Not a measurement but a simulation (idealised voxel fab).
Documented hereafter: the process module known as voxel transistor to metal.
Each square cell in cross-section cut measures 5 nm, and the section as a whole is 190 nm wide.
Each cross-section below is a grid of square cells, stated as bands in top-down order, with one or more rows of cells making up each band.
This entry defines a band. It first specifies the height of the band's top and the height of its bottom in nm, and then specifies the band's materials from left to right, stating each material with its width in nm. The word "everywhere" identifies a single material that fills the band from edge to edge, while the word "empty" identifies empty space.
Measure heights from 0. That's the level where, below it, the as-received wafer is all one material. The lowest band is bottomless and extends downward; write it as in "0 and below".
The notation "30..40" denotes a width that varies across the rows of cells in the band, beginning at the first number in the top row, finishing at the second number in the bottom row, and changing by an identical amount from each row to the next.
The cross-section has no changed cell in any step marked "remained unchanged".
Listed in "Sealed void listing": every empty space of 8 or more cells without an open way to the top. Form: width x height at distance, the distance being from the left edge, all in nm.
Note: text after step settings on the step line = simulator remark on that step.
overlay nm: how far to the right of its planned place the mask lay on this masked step (negative: to the left).

# The steps planned for the process are as follows
1) RECEIVE | material Si
2) OXIDIZE | depth nm 5
3) CONFORMAL_DEP | material SiN | thk nm 15
4) PATTERN | tone cover | mask id ACTIVE | material resist | width nm 115 | thk nm 20 | overlay nm 0
5) DIRECTIONAL_ETCH | etch materials SiN | depth nm 15
6) DIRECTIONAL_ETCH | etch materials SiO2 | depth nm 5
7) DIRECTIONAL_ETCH | etch materials Si | depth nm 30
8) STRIP | etch materials resist
9) FILL_DEP | material SiO2 | thk nm 10
10) CMP | height nm 15
11) SELECTIVE_ETCH | etch materials SiO2 | depth nm 15
12) STRIP | etch materials SiN
13) SELECTIVE_ETCH | etch materials SiO2 | depth nm 5
14) OXIDIZE | depth nm 5
15) DIRECTIONAL_DEP | material polySi | thk nm 25
16) DIRECTIONAL_DEP | material SiCN | thk nm 10
17) MASKED_ETCH | tone cover | mask id GATE | width nm 25 | etch materials SiCN | depth nm 20 | overlay nm 0
18) MASKED_ETCH | tone cover | mask id GATE | width nm 25 | etch materials polySi | depth nm 35 | overlay nm 0
19) CONFORMAL_DEP | material SiO2 | thk nm 5
20) DIRECTIONAL_ETCH | etch materials SiO2 | depth nm 5
21) CONFORMAL_DEP | material SiN | thk nm 10
22) DIRECTIONAL_ETCH | etch materials SiN | depth nm 10
23) DIRECTIONAL_ETCH | etch materials SiO2 | depth nm 5
24) EPI | material pSi | thk nm 5
25) FILL_DEP | material SiO2 | thk nm 10
26) CMP | height nm 20
27) STRIP | etch materials polySi
28) SELECTIVE_ETCH | etch materials SiO2 | depth nm 5
29) CONFORMAL_DEP | material HfO2 | thk nm 5
30) CONFORMAL_DEP | material TiN | thk nm 5
31) FILL_DEP | material W | thk nm 10
32) CMP | height nm 15
33) DIRECTIONAL_DEP | material SiO2 | thk nm 15
34) PATTERN | tone open | mask id CONTACT | material resist | width nm 15 | pitch nm 80 | thk nm 15 | overlay nm 0
35) DIRECTIONAL_ETCH | etch materials SiO2 | depth nm 35
36) STRIP | etch materials resist
37) CONFORMAL_DEP | material TiN | thk nm 5
38) FILL_DEP | material Ru | thk nm 10
39) CMP | height nm 30
40) DIRECTIONAL_DEP | material TiN | thk nm 5
41) DIRECTIONAL_DEP | material W | thk nm 15
42) MASKED_ETCH | tone cover | mask id METAL_1 | width nm 15 | pitch nm 80 | etch materials W | depth nm 15 | overlay nm 0
43) MASKED_ETCH | tone cover | mask id METAL_1 | width nm 15 | pitch nm 80 | etch materials TiN | depth nm 5 | overlay nm 0
44) CONFORMAL_DEP | material SiCN | thk nm 5
45) FILL_DEP | material lowk | thk nm 5
46) CMP | height nm 50
47) CONFORMAL_DEP | material SiCN | thk nm 5
48) DIRECTIONAL_DEP | material SiO2 | thk nm 30
49) DIRECTIONAL_DEP | material aC | thk nm 15
50) PATTERN | tone open | mask id METAL_2 | material resist | width nm 15 | pitch nm 80 | thk nm 30 | overlay nm 0
51) DIRECTIONAL_ETCH | etch materials aC | depth nm 15
52) STRIP | etch materials resist
53) DIRECTIONAL_ETCH | etch materials SiO2 | depth nm 15
54) STRIP | etch materials aC
55) PATTERN | tone open | mask id METAL_2_HOLES | material resist | width nm 15 | pitch nm 80 | thk nm 15 | overlay nm 0
56) DIRECTIONAL_ETCH | etch materials SiO2 | depth nm 15
57) DIRECTIONAL_ETCH | etch materials SiCN | depth nm 5
58) STRIP | etch materials resist
59) CONFORMAL_DEP | material TiN | thk nm 5
60) FILL_DEP | material Cu | thk nm 5
61) CMP | height nm 85
62) CONFORMAL_DEP | material SiN | thk nm 5

# Concerning the first of two wafers, which was run in accordance with the plan

# Step 1 complete: cross-section of the wafer as received
    0 and below  Si everywhere
    Sealed void listing: none

# Step 2 complete: cross-section through the wafer
    0 down to -5  SiO2 everywhere
    Under the height -5 nothing was changed.

# Step 3 complete: cross-section through the wafer
    15 down to 0  SiN everywhere
    Under the height 0 nothing was changed.

# Step 4 complete: cross-section through the wafer
    35 down to 15  empty=35, then resist=115, then empty=40
    Under the height 15 nothing was changed.

# Step 5 complete: cross-section through the wafer
    35 down to 15  empty=35, then resist=115, then empty=40
    15 down to 0  empty=35, then SiN=115, then empty=40
    Under the height 0 nothing was changed.

# Step 6 complete: cross-section through the wafer
    35 down to 15  empty=35, then resist=115, then empty=40
    15 down to 0  empty=35, then SiN=115, then empty=40
    0 down to -5  empty=35, then SiO2=115, then empty=40
    Under the height -5 nothing was changed.

# Step 7 complete: cross-section through the wafer
    35 down to 15  empty=35, then resist=115, then empty=40
    15 down to 0  empty=35, then SiN=115, then empty=40
    0 down to -5  empty=35, then SiO2=115, then empty=40
    -5 down to -35  empty=35, then Si=115, then empty=40
    Under the height -35 nothing was changed.

# Step 8 complete: cross-section through the wafer
    15 down to 0  empty=35, then SiN=115, then empty=40
    Under the height 0 nothing was changed.

# Step 9 complete: cross-section through the wafer
    25 down to 15  SiO2 everywhere
    15 down to 0  SiO2=35, then SiN=115, then SiO2=40
    0 down to -5  SiO2 everywhere
    -5 down to -35  SiO2=35, then Si=115, then SiO2=40
    Under the height -35 nothing was changed.

# Step 10 complete: cross-section through the wafer
    15 down to 0  SiO2=35, then SiN=115, then SiO2=40
    Under the height 0 nothing was changed.

# Step 11 complete: cross-section through the wafer
    15 down to 0  empty=35, then SiN=115, then empty=40
    Under the height 0 nothing was changed.

# Step 12 complete: cross-section through the wafer
    0 down to -5  SiO2 everywhere
    Under the height -5 nothing was changed.

# Step 13 complete: cross-section through the wafer
    -5 down to -35  SiO2=35, then Si=115, then SiO2=40
    Under the height -35 nothing was changed.

# Step 14 complete: cross-section through the wafer
    -5 down to -10  SiO2 everywhere
    Under the height -10 nothing was changed.

# Step 15 complete: cross-section through the wafer
    20 down to -5  polySi everywhere
    Under the height -5 nothing was changed.

# Step 16 complete: cross-section through the wafer
    30 down to 20  SiCN everywhere
    Under the height 20 nothing was changed.

# Step 17 complete: cross-section through the wafer
    30 down to 20  empty=80, then SiCN=25, then empty=85
    Under the height 20 nothing was changed.

# Step 18 complete: cross-section through the wafer
    30 down to 20  empty=80, then SiCN=25, then empty=85
    20 down to -5  empty=80, then polySi=25, then empty=85
    Under the height -5 nothing was changed.

# Step 19 complete: cross-section through the wafer
    35 down to 30  empty=75, then SiO2=35, then empty=80
    30 down to 20  empty=75, then SiO2=5, then SiCN=25, then SiO2=5, then empty=80
    20 down to 0  empty=75, then SiO2=5, then polySi=25, then SiO2=5, then empty=80
    0 down to -5  SiO2=80, then polySi=25, then SiO2=85
    Under the height -5 nothing was changed.

# Step 20 complete: cross-section through the wafer
    30 down to 20  empty=75, then SiO2=5, then SiCN=25, then SiO2=5, then empty=80
    20 down to -5  empty=75, then SiO2=5, then polySi=25, then SiO2=5, then empty=80
    Under the height -5 nothing was changed.

# Step 21 complete: cross-section through the wafer
    40 down to 30  empty=65, then SiN=55, then empty=70
    30 down to 20  empty=65, then SiN=10, then SiO2=5, then SiCN=25, then SiO2=5, then SiN=10, then empty=70
    20 down to 5  empty=65, then SiN=10, then SiO2=5, then polySi=25, then SiO2=5, then SiN=10, then empty=70
    5 down to -5  SiN=75, then SiO2=5, then polySi=25, then SiO2=5, then SiN=80
    Under the height -5 nothing was changed.

# Step 22 complete: cross-section through the wafer
    30 down to 20  empty=65, then SiN=10, then SiO2=5, then SiCN=25, then SiO2=5, then SiN=10, then empty=70
    20 down to -5  empty=65, then SiN=10, then SiO2=5, then polySi=25, then SiO2=5, then SiN=10, then empty=70
    Under the height -5 nothing was changed.

# Step 23 complete: cross-section through the wafer
    30 down to 25  empty=65, then SiN=10, then empty=5, then SiCN=25, then empty=5, then SiN=10, then empty=70
    25 down to 20  empty=65, then SiN=10, then SiO2=5, then SiCN=25, then SiO2=5, then SiN=10, then empty=70
    20 down to -5  empty=65, then SiN=10, then SiO2=5, then polySi=25, then SiO2=5, then SiN=10, then empty=70
    -5 down to -10  empty=65, then SiO2=55, then empty=70
    Under the height -10 nothing was changed.

# Step 24 complete: cross-section through the wafer
    30 down to 25  empty=65, then SiN=10, then empty=5, then SiCN=25, then empty=5, then SiN=10, then empty=70
    25 down to 20  empty=65, then SiN=10, then SiO2=5, then SiCN=25, then SiO2=5, then SiN=10, then empty=70
    20 down to -5  empty=65, then SiN=10, then SiO2=5, then polySi=25, then SiO2=5, then SiN=10, then empty=70
    -5 down to -10  empty=30, then pSi=35, then SiO2=55, then pSi=35, then empty=35
    Under the height -10 nothing was changed.

# Step 25 complete: cross-section through the wafer
    40 down to 30  SiO2 everywhere
    30 down to 20  SiO2=65, then SiN=10, then SiO2=5, then SiCN=25, then SiO2=5, then SiN=10, then SiO2=70
    20 down to -5  SiO2=65, then SiN=10, then SiO2=5, then polySi=25, then SiO2=5, then SiN=10, then SiO2=70
    -5 down to -10  SiO2=30, then pSi=35, then SiO2=55, then pSi=35, then SiO2=35
    Under the height -10 nothing was changed.

# Step 26 complete: cross-section through the wafer
    20 down to -5  SiO2=65, then SiN=10, then SiO2=5, then polySi=25, then SiO2=5, then SiN=10, then SiO2=70
    Under the height -5 nothing was changed.

# Step 27 complete: cross-section through the wafer
    20 down to -5  SiO2=65, then SiN=10, then SiO2=5, then empty=25, then SiO2=5, then SiN=10, then SiO2=70
    Under the height -5 nothing was changed.

# Step 28 complete: cross-section through the wafer
    20 down to 15  empty=65, then SiN=10, then empty=35, then SiN=10, then empty=70
    15 down to -5  SiO2=65, then SiN=10, then empty=35, then SiN=10, then SiO2=70
    -5 down to -10  SiO2=30, then pSi=35, then SiO2=10, then empty=35, then SiO2=10, then pSi=35, then SiO2=35
    Under the height -10 nothing was changed.

# Step 29 complete: cross-section through the wafer
    25 down to 20  empty=60, then HfO2=20, then empty=25, then HfO2=20, then empty=65
    20 down to 15  HfO2=65, then SiN=10, then HfO2=5, then empty=25, then HfO2=5, then SiN=10, then HfO2=70
    15 down to -5  SiO2=65, then SiN=10, then HfO2=5, then empty=25, then HfO2=5, then SiN=10, then SiO2=70
    -5 down to -10  SiO2=30, then pSi=35, then SiO2=10, then HfO2=35, then SiO2=10, then pSi=35, then SiO2=35
    Under the height -10 nothing was changed.

# Step 30 complete: cross-section through the wafer
    30 down to 25  empty=55, then TiN=30, then empty=15, then TiN=30, then empty=60
    25 down to 20  TiN=60, then HfO2=20, then TiN=5, then empty=15, then TiN=5, then HfO2=20, then TiN=65
    20 down to 15  HfO2=65, then SiN=10, then HfO2=5, then TiN=5, then empty=15, then TiN=5, then HfO2=5, then SiN=10, then HfO2=70
    15 down to 0  SiO2=65, then SiN=10, then HfO2=5, then TiN=5, then empty=15, then TiN=5, then HfO2=5, then SiN=10, then SiO2=70
    0 down to -5  SiO2=65, then SiN=10, then HfO2=5, then TiN=25, then HfO2=5, then SiN=10, then SiO2=70
    Under the height -5 nothing was changed.

# Step 31 complete: cross-section through the wafer
    40 down to 30  W everywhere
    30 down to 25  W=55, then TiN=30, then W=15, then TiN=30, then W=60
    25 down to 20  TiN=60, then HfO2=20, then TiN=5, then W=15, then TiN=5, then HfO2=20, then TiN=65
    20 down to 15  HfO2=65, then SiN=10, then HfO2=5, then TiN=5, then W=15, then TiN=5, then HfO2=5, then SiN=10, then HfO2=70
    15 down to 0  SiO2=65, then SiN=10, then HfO2=5, then TiN=5, then W=15, then TiN=5, then HfO2=5, then SiN=10, then SiO2=70
    Under the height 0 nothing was changed.

# Step 32 complete: cross-section through the wafer
    15 down to 0  SiO2=65, then SiN=10, then HfO2=5, then TiN=5, then W=15, then TiN=5, then HfO2=5, then SiN=10, then SiO2=70
    Under the height 0 nothing was changed.

# Step 33 complete: cross-section through the wafer
    30 down to 15  SiO2 everywhere
    Under the height 15 nothing was changed.

# Step 34 complete: cross-section through the wafer
    45 down to 30  resist=45, then empty=15, then resist=65, then empty=15, then resist=50
    Under the height 30 nothing was changed.

# Step 35 complete: cross-section through the wafer
    45 down to 30  resist=45, then empty=15, then resist=65, then empty=15, then resist=50
    30 down to 15  SiO2=45, then empty=15, then SiO2=65, then empty=15, then SiO2=50
    15 down to 0  SiO2=45, then empty=15, then SiO2=5, then SiN=10, then HfO2=5, then TiN=5, then W=15, then TiN=5, then HfO2=5, then SiN=10, then SiO2=5, then empty=15, then SiO2=50
    0 down to -5  SiO2=45, then empty=15, then SiO2=5, then SiN=10, then HfO2=5, then TiN=25, then HfO2=5, then SiN=10, then SiO2=5, then empty=15, then SiO2=50
    Under the height -5 nothing was changed.

# Step 36 complete: cross-section through the wafer
    30 down to 15  SiO2=45, then empty=15, then SiO2=65, then empty=15, then SiO2=50
    Under the height 15 nothing was changed.

# Step 37 complete: cross-section through the wafer
    35 down to 30  TiN=50, then empty=5, then TiN=75, then empty=5, then TiN=55
    30 down to 15  SiO2=45, then TiN=5, then empty=5, then TiN=5, then SiO2=65, then TiN=5, then empty=5, then TiN=5, then SiO2=50
    15 down to 0  SiO2=45, then TiN=5, then empty=5, then TiN=5, then SiO2=5, then SiN=10, then HfO2=5, then TiN=5, then W=15, then TiN=5, then HfO2=5, then SiN=10, then SiO2=5, then TiN=5, then empty=5, then TiN=5, then SiO2=50
    0 down to -5  SiO2=45, then TiN=15, then SiO2=5, then SiN=10, then HfO2=5, then TiN=25, then HfO2=5, then SiN=10, then SiO2=5, then TiN=15, then SiO2=50
    Under the height -5 nothing was changed.

# Step 38 complete: cross-section through the wafer
    45 down to 35  Ru everywhere
    35 down to 30  TiN=50, then Ru=5, then TiN=75, then Ru=5, then TiN=55
    30 down to 15  SiO2=45, then TiN=5, then Ru=5, then TiN=5, then SiO2=65, then TiN=5, then Ru=5, then TiN=5, then SiO2=50
    15 down to 0  SiO2=45, then TiN=5, then Ru=5, then TiN=5, then SiO2=5, then SiN=10, then HfO2=5, then TiN=5, then W=15, then TiN=5, then HfO2=5, then SiN=10, then SiO2=5, then TiN=5, then Ru=5, then TiN=5, then SiO2=50
    Under the height 0 nothing was changed.

# Step 39 complete: cross-section through the wafer
    30 down to 15  SiO2=45, then TiN=5, then Ru=5, then TiN=5, then SiO2=65, then TiN=5, then Ru=5, then TiN=5, then SiO2=50
    Under the height 15 nothing was changed.

# Step 40 complete: cross-section through the wafer
    35 down to 30  TiN everywhere
    Under the height 30 nothing was changed.

# Step 41 complete: cross-section through the wafer
    50 down to 35  W everywhere
    Under the height 35 nothing was changed.

# Step 42 complete: cross-section through the wafer
    50 down to 35  empty=45, then W=15, then empty=65, then W=15, then empty=50
    Under the height 35 nothing was changed.

# Step 43 complete: cross-section through the wafer
    50 down to 35  empty=45, then W=15, then empty=65, then W=15, then empty=50
    35 down to 30  empty=45, then TiN=15, then empty=65, then TiN=15, then empty=50
    Under the height 30 nothing was changed.

# Step 44 complete: cross-section through the wafer
    55 down to 50  empty=40, then SiCN=25, then empty=55, then SiCN=25, then empty=45
    50 down to 35  empty=40, then SiCN=5, then W=15, then SiCN=5, then empty=55, then SiCN=5, then W=15, then SiCN=5, then empty=45
    35 down to 30  SiCN=45, then TiN=15, then SiCN=65, then TiN=15, then SiCN=50
    Under the height 30 nothing was changed.

# Step 45 complete: cross-section through the wafer
    60 down to 55  lowk everywhere
    55 down to 50  lowk=40, then SiCN=25, then lowk=55, then SiCN=25, then lowk=45
    50 down to 35  lowk=40, then SiCN=5, then W=15, then SiCN=5, then lowk=55, then SiCN=5, then W=15, then SiCN=5, then lowk=45
    Under the height 35 nothing was changed.

# Step 46 complete: cross-section through the wafer
    50 down to 35  lowk=40, then SiCN=5, then W=15, then SiCN=5, then lowk=55, then SiCN=5, then W=15, then SiCN=5, then lowk=45
    Under the height 35 nothing was changed.

# Step 47 complete: cross-section through the wafer
    55 down to 50  SiCN everywhere
    Under the height 50 nothing was changed.

# Step 48 complete: cross-section through the wafer
    85 down to 55  SiO2 everywhere
    Under the height 55 nothing was changed.

# Step 49 complete: cross-section through the wafer
    100 down to 85  aC everywhere
    Under the height 85 nothing was changed.

# Step 50 complete: cross-section through the wafer
    130 down to 100  resist=45, then empty=15, then resist=65, then empty=15, then resist=50
    Under the height 100 nothing was changed.

# Step 51 complete: cross-section through the wafer
    115 down to 100  resist=45, then empty=15, then resist=65, then empty=15, then resist=50
    100 down to 85  aC=45, then empty=15, then aC=65, then empty=15, then aC=50
    Under the height 85 nothing was changed.

# Step 52 complete: cross-section through the wafer
    100 down to 85  aC=45, then empty=15, then aC=65, then empty=15, then aC=50
    Under the height 85 nothing was changed.

# Step 53 complete: cross-section through the wafer
    100 down to 85  aC=45, then empty=15, then aC=65, then empty=15, then aC=50
    85 down to 70  SiO2=45, then empty=15, then SiO2=65, then empty=15, then SiO2=50
    Under the height 70 nothing was changed.

# Step 54 complete: cross-section through the wafer
    85 down to 70  SiO2=45, then empty=15, then SiO2=65, then empty=15, then SiO2=50
    Under the height 70 nothing was changed.

# Step 55 complete: cross-section through the wafer
    100 down to 85  resist=45, then empty=15, then resist=65, then empty=15, then resist=50
    Under the height 85 nothing was changed.

# Step 56 complete: cross-section through the wafer
    100 down to 85  resist=45, then empty=15, then resist=65, then empty=15, then resist=50
    85 down to 55  SiO2=45, then empty=15, then SiO2=65, then empty=15, then SiO2=50
    Under the height 55 nothing was changed.

# Step 57 complete: cross-section through the wafer
    100 down to 85  resist=45, then empty=15, then resist=65, then empty=15, then resist=50
    85 down to 55  SiO2=45, then empty=15, then SiO2=65, then empty=15, then SiO2=50
    55 down to 50  SiCN=45, then empty=15, then SiCN=65, then empty=15, then SiCN=50
    Under the height 50 nothing was changed.

# Step 58 complete: cross-section through the wafer
    85 down to 55  SiO2=45, then empty=15, then SiO2=65, then empty=15, then SiO2=50
    Under the height 55 nothing was changed.

# Step 59 complete: cross-section through the wafer
    90 down to 85  TiN=50, then empty=5, then TiN=75, then empty=5, then TiN=55
    85 down to 55  SiO2=45, then TiN=5, then empty=5, then TiN=5, then SiO2=65, then TiN=5, then empty=5, then TiN=5, then SiO2=50
    55 down to 50  SiCN=45, then TiN=15, then SiCN=65, then TiN=15, then SiCN=50
    Under the height 50 nothing was changed.

# Step 60 complete: cross-section through the wafer
    95 down to 90  Cu everywhere
    90 down to 85  TiN=50, then Cu=5, then TiN=75, then Cu=5, then TiN=55
    85 down to 55  SiO2=45, then TiN=5, then Cu=5, then TiN=5, then SiO2=65, then TiN=5, then Cu=5, then TiN=5, then SiO2=50
    Under the height 55 nothing was changed.

# Step 61 complete: cross-section through the wafer
    85 down to 55  SiO2=45, then TiN=5, then Cu=5, then TiN=5, then SiO2=65, then TiN=5, then Cu=5, then TiN=5, then SiO2=50
    Under the height 55 nothing was changed.

# Step 62 complete: cross-section through the wafer
    90 down to 85  SiN everywhere
    Under the height 85 nothing was changed.

# The remaining wafer, second of the two, started like the first and was run to the same plan, except that one mistake was made along the way; the two coincide through step 46, inclusive

# Cross-sectional view of the second wafer at the intended end time of process step 47
    80 down to 50  SiO2 everywhere
    Under the height 50 nothing was changed.

# Cross-sectional view of the second wafer at the intended end time of process step 48
    85 down to 80  SiCN everywhere
    Under the height 80 nothing was changed.

# Cross-sectional view of the second wafer at the intended end time of process step 49
    100 down to 85  aC everywhere
    Under the height 85 nothing was changed.

# Cross-sectional view of the second wafer at the intended end time of process step 50
    130 down to 100  resist=45, then empty=15, then resist=65, then empty=15, then resist=50
    Under the height 100 nothing was changed.

# Cross-sectional view of the second wafer at the intended end time of process step 51
    115 down to 100  resist=45, then empty=15, then resist=65, then empty=15, then resist=50
    100 down to 85  aC=45, then empty=15, then aC=65, then empty=15, then aC=50
    Under the height 85 nothing was changed.

# Cross-sectional view of the second wafer at the intended end time of process step 52
    100 down to 85  aC=45, then empty=15, then aC=65, then empty=15, then aC=50
    Under the height 85 nothing was changed.

Cross-sectional view of the second wafer at the intended end time of process step 53: remained unchanged

# Cross-sectional view of the second wafer at the intended end time of process step 54
    85 down to 80  SiCN everywhere
    Under the height 80 nothing was changed.

# Cross-sectional view of the second wafer at the intended end time of process step 55
    100 down to 85  resist=45, then empty=15, then resist=65, then empty=15, then resist=50
    Under the height 85 nothing was changed.

Cross-sectional view of the second wafer at the intended end time of process step 56: remained unchanged

# Cross-sectional view of the second wafer at the intended end time of process step 57
    100 down to 85  resist=45, then empty=15, then resist=65, then empty=15, then resist=50
    85 down to 80  SiCN=45, then empty=15, then SiCN=65, then empty=15, then SiCN=50
    Under the height 80 nothing was changed.

# Cross-sectional view of the second wafer at the intended end time of process step 58
    85 down to 80  SiCN=45, then empty=15, then SiCN=65, then empty=15, then SiCN=50
    Under the height 80 nothing was changed.

# Cross-sectional view of the second wafer at the intended end time of process step 59
    90 down to 85  TiN=50, then empty=5, then TiN=75, then empty=5, then TiN=55
    85 down to 80  SiCN=45, then TiN=15, then SiCN=65, then TiN=15, then SiCN=50
    Under the height 80 nothing was changed.

# Cross-sectional view of the second wafer at the intended end time of process step 60
    95 down to 90  Cu everywhere
    90 down to 85  TiN=50, then Cu=5, then TiN=75, then Cu=5, then TiN=55
    Under the height 85 nothing was changed.

# Cross-sectional view of the second wafer at the intended end time of process step 61
    85 down to 80  SiCN=45, then TiN=15, then SiCN=65, then TiN=15, then SiCN=50
    Under the height 80 nothing was changed.

# Cross-sectional view of the second wafer at the intended end time of process step 62
    90 down to 85  SiN everywhere
    Under the height 85 nothing was changed.
It is concluded that the wafer was processed incorrectly with respect to the plan, in that steps 47 and 48 swapped
Upon completion, the second wafer contains, in terms of cells, a greater or smaller amount of certain materials than the first wafer: Cu -12, SiO2 +36, TiN -24
